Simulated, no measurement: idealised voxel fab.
process module | voxel self aligned vias
cross-section cut | 200 nm wide | cells 5 nm
A cross-section is a grid of square cells, given in bands from the top down. A band is one or more rows of cells.
Each band's line starts with the height of the band's top and of its bottom, in nm. Then come its materials from left to right, each with its width in nm. One material with "throughout" fills the band from edge to edge. "air" is empty space.
Height 0 is the level under which the wafer as received is all one material. The lowest band goes on downwards, as in "0 down".
A width such as "30 to 40" changes by the same amount from each row of cells to the next, from the band's top row to its bottom row.
"no change" after a step means that no cell of the cross-section changed.
closed voids: empty space of 8 cells or more with no open way to the top, each as width x height at its distance from the left edge, in nm
after a step's settings: what the simulator itself notes on the step
overlay nm, on a step with a mask: how far to the right of its planned place the mask lay; to the left if negative
plan
1 op RECEIVE | material Si
2 op CONFORMAL_DEP | material SiO2 | thk nm 10
3 op CONFORMAL_DEP | material SiCN | thk nm 5
4 op DIRECTIONAL_DEP | material lowk | thk nm 30
5 op DIRECTIONAL_DEP | material aC | thk nm 15
6 op PATTERN | tone open | mask id LINES | material resist | width nm 20 | pitch nm 60 | thk nm 35 | overlay nm 0
7 op DIRECTIONAL_ETCH | etch materials aC | depth nm 15
8 op STRIP | etch materials resist
9 op DIRECTIONAL_ETCH | etch materials lowk | depth nm 30
10 op STRIP | etch materials aC
11 op CONFORMAL_DEP | material TiN | thk nm 5
12 op FILL_DEP | material W | thk nm 5
13 op CMP | height nm 45
14 op SELECTIVE_ETCH | etch materials W Ru TiN | depth nm 10
15 op FILL_DEP | material SiN | thk nm 10
16 op CMP | height nm 45
17 op DIRECTIONAL_DEP | material lowk | thk nm 20
18 op DIRECTIONAL_DEP | material aC | thk nm 10
19 op PATTERN | tone open | mask id VIAS | material resist | width nm 30 | thk nm 25 | overlay nm 0
20 op DIRECTIONAL_ETCH | etch materials aC | depth nm 10
21 op STRIP | etch materials resist
22 op DIRECTIONAL_ETCH | etch materials lowk | depth nm 20
23 op DIRECTIONAL_ETCH | etch materials SiN | depth nm 10
24 op STRIP | etch materials aC
25 op CONFORMAL_DEP | material TiN | thk nm 5
26 op FILL_DEP | material Ru | thk nm 5
27 op CMP | height nm 65
28 op CONFORMAL_DEP | material SiN | thk nm 5
first wafer, as planned
as received, after step 1
  0 down: Si throughout
  closed voids: none
after step 2
  10 to 0: SiO2 throughout
  below 0: unchanged
after step 3
  15 to 10: SiCN throughout
  below 10: unchanged
after step 4
  45 to 15: lowk throughout
  below 15: unchanged
after step 5
  60 to 45: aC throughout
  below 45: unchanged
after step 6
  95 to 60: resist 60 | air 20 | resist 40 | air 20 | resist 60
  below 60: unchanged
after step 7
  80 to 60: resist 60 | air 20 | resist 40 | air 20 | resist 60
  60 to 45: aC 60 | air 20 | aC 40 | air 20 | aC 60
  below 45: unchanged
after step 8
  60 to 45: aC 60 | air 20 | aC 40 | air 20 | aC 60
  below 45: unchanged
after step 9
  60 to 45: aC 60 | air 20 | aC 40 | air 20 | aC 60
  45 to 15: lowk 60 | air 20 | lowk 40 | air 20 | lowk 60
  below 15: unchanged
after step 10
  45 to 15: lowk 60 | air 20 | lowk 40 | air 20 | lowk 60
  below 15: unchanged
after step 11
  50 to 45: TiN 65 | air 10 | TiN 50 | air 10 | TiN 65
  45 to 20: lowk 60 | TiN 5 | air 10 | TiN 5 | lowk 40 | TiN 5 | air 10 | TiN 5 | lowk 60
  20 to 15: lowk 60 | TiN 20 | lowk 40 | TiN 20 | lowk 60
  below 15: unchanged
after step 12
  55 to 50: W throughout
  50 to 45: TiN 65 | W 10 | TiN 50 | W 10 | TiN 65
  45 to 20: lowk 60 | TiN 5 | W 10 | TiN 5 | lowk 40 | TiN 5 | W 10 | TiN 5 | lowk 60
  below 20: unchanged
after step 13
  45 to 20: lowk 60 | TiN 5 | W 10 | TiN 5 | lowk 40 | TiN 5 | W 10 | TiN 5 | lowk 60
  below 20: unchanged
after step 14
  45 to 35: lowk 60 | air 20 | lowk 40 | air 20 | lowk 60
  below 35: unchanged
after step 15
  55 to 45: SiN throughout
  45 to 35: lowk 60 | SiN 20 | lowk 40 | SiN 20 | lowk 60
  below 35: unchanged
after step 16
  45 to 35: lowk 60 | SiN 20 | lowk 40 | SiN 20 | lowk 60
  below 35: unchanged
after step 17
  65 to 45: lowk throughout
  below 45: unchanged
after step 18
  75 to 65: aC throughout
  below 65: unchanged
after step 19
  100 to 75: resist 55 | air 30 | resist 115
  below 75: unchanged
after step 20
  90 to 75: resist 55 | air 30 | resist 115
  75 to 65: aC 55 | air 30 | aC 115
  below 65: unchanged
after step 21
  75 to 65: aC 55 | air 30 | aC 115
  below 65: unchanged
after step 22
  75 to 65: aC 55 | air 30 | aC 115
  65 to 45: lowk 55 | air 30 | lowk 115
  below 45: unchanged
after step 23
  75 to 65: aC 55 | air 30 | aC 115
  65 to 45: lowk 55 | air 30 | lowk 115
  45 to 35: lowk 60 | air 20 | lowk 40 | SiN 20 | lowk 60
  below 35: unchanged
after step 24
  65 to 45: lowk 55 | air 30 | lowk 115
  below 45: unchanged
after step 25
  70 to 65: TiN 60 | air 20 | TiN 120
  65 to 50: lowk 55 | TiN 5 | air 20 | TiN 5 | lowk 115
  50 to 45: lowk 55 | TiN 10 | air 10 | TiN 10 | lowk 115
  45 to 40: lowk 60 | TiN 5 | air 10 | TiN 5 | lowk 40 | SiN 20 | lowk 60
  40 to 35: lowk 60 | TiN 20 | lowk 40 | SiN 20 | lowk 60
  below 35: unchanged
after step 26
  75 to 70: Ru throughout
  70 to 65: TiN 60 | Ru 20 | TiN 120
  65 to 50: lowk 55 | TiN 5 | Ru 20 | TiN 5 | lowk 115
  50 to 45: lowk 55 | TiN 10 | Ru 10 | TiN 10 | lowk 115
  45 to 40: lowk 60 | TiN 5 | Ru 10 | TiN 5 | lowk 40 | SiN 20 | lowk 60
  below 40: unchanged
after step 27
  65 to 50: lowk 55 | TiN 5 | Ru 20 | TiN 5 | lowk 115
  below 50: unchanged
after step 28
  70 to 65: SiN throughout
  below 65: unchanged
second wafer: like start, like plan, one mistake. Through step 5 it matches the first wafer
when step 6 should have ended
  95 to 60: resist 55 | air 20 | resist 40 | air 20 | resist 65
  below 60: unchanged
when step 7 should have ended
  80 to 60: resist 55 | air 20 | resist 40 | air 20 | resist 65
  60 to 45: aC 55 | air 20 | aC 40 | air 20 | aC 65
  below 45: unchanged
when step 8 should have ended
  60 to 45: aC 55 | air 20 | aC 40 | air 20 | aC 65
  below 45: unchanged
when step 9 should have ended
  60 to 45: aC 55 | air 20 | aC 40 | air 20 | aC 65
  45 to 15: lowk 55 | air 20 | lowk 40 | air 20 | lowk 65
  below 15: unchanged
when step 10 should have ended
  45 to 15: lowk 55 | air 20 | lowk 40 | air 20 | lowk 65
  below 15: unchanged
when step 11 should have ended
  50 to 45: TiN 60 | air 10 | TiN 50 | air 10 | TiN 70
  45 to 20: lowk 55 | TiN 5 | air 10 | TiN 5 | lowk 40 | TiN 5 | air 10 | TiN 5 | lowk 65
  20 to 15: lowk 55 | TiN 20 | lowk 40 | TiN 20 | lowk 65
  below 15: unchanged
when step 12 should have ended
  55 to 50: W throughout
  50 to 45: TiN 60 | W 10 | TiN 50 | W 10 | TiN 70
  45 to 20: lowk 55 | TiN 5 | W 10 | TiN 5 | lowk 40 | TiN 5 | W 10 | TiN 5 | lowk 65
  below 20: unchanged
when step 13 should have ended
  45 to 20: lowk 55 | TiN 5 | W 10 | TiN 5 | lowk 40 | TiN 5 | W 10 | TiN 5 | lowk 65
  below 20: unchanged
when step 14 should have ended
  45 to 35: lowk 55 | air 20 | lowk 40 | air 20 | lowk 65
  below 35: unchanged
when step 15 should have ended
  55 to 45: SiN throughout
  45 to 35: lowk 55 | SiN 20 | lowk 40 | SiN 20 | lowk 65
  below 35: unchanged
when step 16 should have ended
  45 to 35: lowk 55 | SiN 20 | lowk 40 | SiN 20 | lowk 65
  below 35: unchanged
when step 17 should have ended
  65 to 45: lowk throughout
  below 45: unchanged
when step 18 should have ended
  75 to 65: aC throughout
  below 65: unchanged
when step 19 should have ended
  100 to 75: resist 55 | air 30 | resist 115
  below 75: unchanged
when step 20 should have ended
  90 to 75: resist 55 | air 30 | resist 115
  75 to 65: aC 55 | air 30 | aC 115
  below 65: unchanged
when step 21 should have ended
  75 to 65: aC 55 | air 30 | aC 115
  below 65: unchanged
when step 22 should have ended
  75 to 65: aC 55 | air 30 | aC 115
  65 to 45: lowk 55 | air 30 | lowk 115
  below 45: unchanged
when step 23 should have ended
  75 to 65: aC 55 | air 30 | aC 115
  65 to 45: lowk 55 | air 30 | lowk 115
  45 to 35: lowk 55 | air 20 | lowk 40 | SiN 20 | lowk 65
  below 35: unchanged
when step 24 should have ended
  65 to 45: lowk 55 | air 30 | lowk 115
  below 45: unchanged
when step 25 should have ended
  70 to 65: TiN 60 | air 20 | TiN 120
  65 to 50: lowk 55 | TiN 5 | air 20 | TiN 5 | lowk 115
  50 to 45: lowk 55 | TiN 5 | air 10 | TiN 15 | lowk 115
  45 to 40: lowk 55 | TiN 5 | air 10 | TiN 5 | lowk 40 | SiN 20 | lowk 65
  40 to 35: lowk 55 | TiN 20 | lowk 40 | SiN 20 | lowk 65
  below 35: unchanged
when step 26 should have ended
  75 to 70: Ru throughout
  70 to 65: TiN 60 | Ru 20 | TiN 120
  65 to 50: lowk 55 | TiN 5 | Ru 20 | TiN 5 | lowk 115
  50 to 45: lowk 55 | TiN 5 | Ru 10 | TiN 15 | lowk 115
  45 to 40: lowk 55 | TiN 5 | Ru 10 | TiN 5 | lowk 40 | SiN 20 | lowk 65
  below 40: unchanged
when step 27 should have ended
  65 to 50: lowk 55 | TiN 5 | Ru 20 | TiN 5 | lowk 115
  below 50: unchanged
when step 28 should have ended
  70 to 65: SiN throughout
  below 65: unchanged
what went wrong: step 6 ran as: op PATTERN | tone open | mask id LINES | material resist | width nm 20 | pitch nm 60 | thk nm 35 | overlay nm -5
at the end the second wafer has, in cells: as many of each material as the first, in other places
